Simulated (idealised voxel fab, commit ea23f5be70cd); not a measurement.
process module | voxel air gaps
cross-section cut | 300 nm wide | cells 5 nm
A cross-section is a grid of square cells, given in bands from the top down. A band is one or more rows of cells.
Each band's line starts with the height of the band's top and of its bottom, in nm. Then come its materials from left to right, each with its width in nm. One material with "throughout" fills the band from edge to edge. "air" is empty space.
Height 0 is the level under which the wafer as received is all one material. The lowest band goes on downwards, as in "0 down".
A width such as "30 to 40" changes by the same amount from each row of cells to the next, from the band's top row to its bottom row.
"no change" after a step means that no cell of the cross-section changed.
closed voids: empty space of 8 cells or more with no open way to the top, each as width x height at its distance from the left edge, in nm
after a step's settings: what the simulator itself notes on the step
overlay nm, on a step with a mask: how far to the right of its planned place the mask lay; to the left if negative
plan
1 op RECEIVE | material Si
2 op CONFORMAL_DEP | material SiO2 | thk nm 10
3 op CONFORMAL_DEP | material SiN | thk nm 5
4 op DIRECTIONAL_DEP | material SiO2 | thk nm 35
5 op MASKED_ETCH | tone open | mask id LINES | width nm 15 | pitch nm 40 | etch materials SiO2 | depth nm 35 | overlay nm 0
6 op CONFORMAL_DEP | material TiN | thk nm 5
7 op FILL_DEP | material W | thk nm 10
8 op CMP | height nm 50
9 op EPI | material Ru | thk nm 10
10 op SELECTIVE_ETCH | etch materials SiO2 | depth nm 45
11 op CONFORMAL_DEP | material SiCN | thk nm 5
first wafer, as planned
as received, after step 1
  0 down: Si throughout
  closed voids: none
after step 2
  10 to 0: SiO2 throughout
  below 0: unchanged
after step 3
  15 to 10: SiN throughout
  below 10: unchanged
after step 4
  50 to 15: SiO2 throughout
  below 15: unchanged
after step 5
  50 to 15: SiO2 80 | air 15 | SiO2 25 | air 15 | SiO2 25 | air 15 | SiO2 25 | air 15 | SiO2 85
  below 15: unchanged
after step 6
  55 to 50: TiN 85 | air 5 | TiN 35 | air 5 | TiN 35 | air 5 | TiN 35 | air 5 | TiN 90
  50 to 20: SiO2 80 | TiN 5 | air 5 | TiN 5 | SiO2 25 | TiN 5 | air 5 | TiN 5 | SiO2 25 | TiN 5 | air 5 | TiN 5 | SiO2 25 | TiN 5 | air 5 | TiN 5 | SiO2 85
  20 to 15: SiO2 80 | TiN 15 | SiO2 25 | TiN 15 | SiO2 25 | TiN 15 | SiO2 25 | TiN 15 | SiO2 85
  below 15: unchanged
after step 7
  65 to 55: W throughout
  55 to 50: TiN 85 | W 5 | TiN 35 | W 5 | TiN 35 | W 5 | TiN 35 | W 5 | TiN 90
  50 to 20: SiO2 80 | TiN 5 | W 5 | TiN 5 | SiO2 25 | TiN 5 | W 5 | TiN 5 | SiO2 25 | TiN 5 | W 5 | TiN 5 | SiO2 25 | TiN 5 | W 5 | TiN 5 | SiO2 85
  below 20: unchanged
after step 8
  50 to 20: SiO2 80 | TiN 5 | W 5 | TiN 5 | SiO2 25 | TiN 5 | W 5 | TiN 5 | SiO2 25 | TiN 5 | W 5 | TiN 5 | SiO2 25 | TiN 5 | W 5 | TiN 5 | SiO2 85
  below 20: unchanged
after step 9
  60 to 50: air 70 | Ru 35 | air 5 | Ru 35 | air 5 | Ru 35 | air 5 | Ru 35 | air 75
  below 50: unchanged
after step 10
  60 to 50: air 70 | Ru 35 | air 5 | Ru 35 | air 5 | Ru 35 | air 5 | Ru 35 | air 75
  50 to 20: air 80 | TiN 5 | W 5 | TiN 5 | air 25 | TiN 5 | W 5 | TiN 5 | air 25 | TiN 5 | W 5 | TiN 5 | air 25 | TiN 5 | W 5 | TiN 5 | air 85
  20 to 15: air 80 | TiN 15 | air 25 | TiN 15 | air 25 | TiN 15 | air 25 | TiN 15 | air 85
  below 15: unchanged
after step 11
  65 to 60: air 65 | SiCN 165 | air 70
  60 to 50: air 65 | SiCN 5 | Ru 35 | SiCN 5 | Ru 35 | SiCN 5 | Ru 35 | SiCN 5 | Ru 35 | SiCN 5 | air 70
  50 to 45: air 65 | SiCN 15 | TiN 5 | W 5 | TiN 5 | SiCN 25 | TiN 5 | W 5 | TiN 5 | SiCN 25 | TiN 5 | W 5 | TiN 5 | SiCN 25 | TiN 5 | W 5 | TiN 5 | SiCN 15 | air 70
  45 to 20: air 75 | SiCN 5 | TiN 5 | W 5 | TiN 5 | SiCN 5 | air 15 | SiCN 5 | TiN 5 | W 5 | TiN 5 | SiCN 5 | air 15 | SiCN 5 | TiN 5 | W 5 | TiN 5 | SiCN 5 | air 15 | SiCN 5 | TiN 5 | W 5 | TiN 5 | SiCN 5 | air 80
  20 to 15: SiCN 80 | TiN 15 | SiCN 25 | TiN 15 | SiCN 25 | TiN 15 | SiCN 25 | TiN 15 | SiCN 85
  below 15: unchanged
  closed voids: 15 x 25 at 100; 15 x 25 at 140; 15 x 25 at 180
second wafer: like start, like plan, one mistake. Through step 8 it matches the first wafer
when step 9 should have ended
  50 to 20: air 80 | TiN 5 | W 5 | TiN 5 | air 25 | TiN 5 | W 5 | TiN 5 | air 25 | TiN 5 | W 5 | TiN 5 | air 25 | TiN 5 | W 5 | TiN 5 | air 85
  20 to 15: air 80 | TiN 15 | air 25 | TiN 15 | air 25 | TiN 15 | air 25 | TiN 15 | air 85
  below 15: unchanged
when step 10 should have ended
  60 to 50: air 70 | Ru 35 | air 5 | Ru 35 | air 5 | Ru 35 | air 5 | Ru 35 | air 75
  50 to 20: air 70 | Ru 10 | TiN 5 | W 5 | TiN 5 | Ru 10 | air 5 | Ru 10 | TiN 5 | W 5 | TiN 5 | Ru 10 | air 5 | Ru 10 | TiN 5 | W 5 | TiN 5 | Ru 10 | air 5 | Ru 10 | TiN 5 | W 5 | TiN 5 | Ru 10 | air 75
  20 to 15: air 70 | Ru 10 | TiN 15 | Ru 10 | air 5 | Ru 10 | TiN 15 | Ru 10 | air 5 | Ru 10 | TiN 15 | Ru 10 | air 5 | Ru 10 | TiN 15 | Ru 10 | air 75
  below 15: unchanged
when step 11 should have ended
  65 to 60: air 65 | SiCN 165 | air 70
  60 to 50: air 65 | SiCN 5 | Ru 35 | SiCN 5 | Ru 35 | SiCN 5 | Ru 35 | SiCN 5 | Ru 35 | SiCN 5 | air 70
  50 to 20: air 65 | SiCN 5 | Ru 10 | TiN 5 | W 5 | TiN 5 | Ru 10 | SiCN 5 | Ru 10 | TiN 5 | W 5 | TiN 5 | Ru 10 | SiCN 5 | Ru 10 | TiN 5 | W 5 | TiN 5 | Ru 10 | SiCN 5 | Ru 10 | TiN 5 | W 5 | TiN 5 | Ru 10 | SiCN 5 | air 70
  20 to 15: SiCN 70 | Ru 10 | TiN 15 | Ru 10 | SiCN 5 | Ru 10 | TiN 15 | Ru 10 | SiCN 5 | Ru 10 | TiN 15 | Ru 10 | SiCN 5 | Ru 10 | TiN 15 | Ru 10 | SiCN 75
  below 15: unchanged
what went wrong: steps 9 and 10 were swapped
at the end the second wafer has, in cells: 112 more of Ru | 47 fewer of SiCN
closed voids at the end (first wafer, second wafer): 3, 0
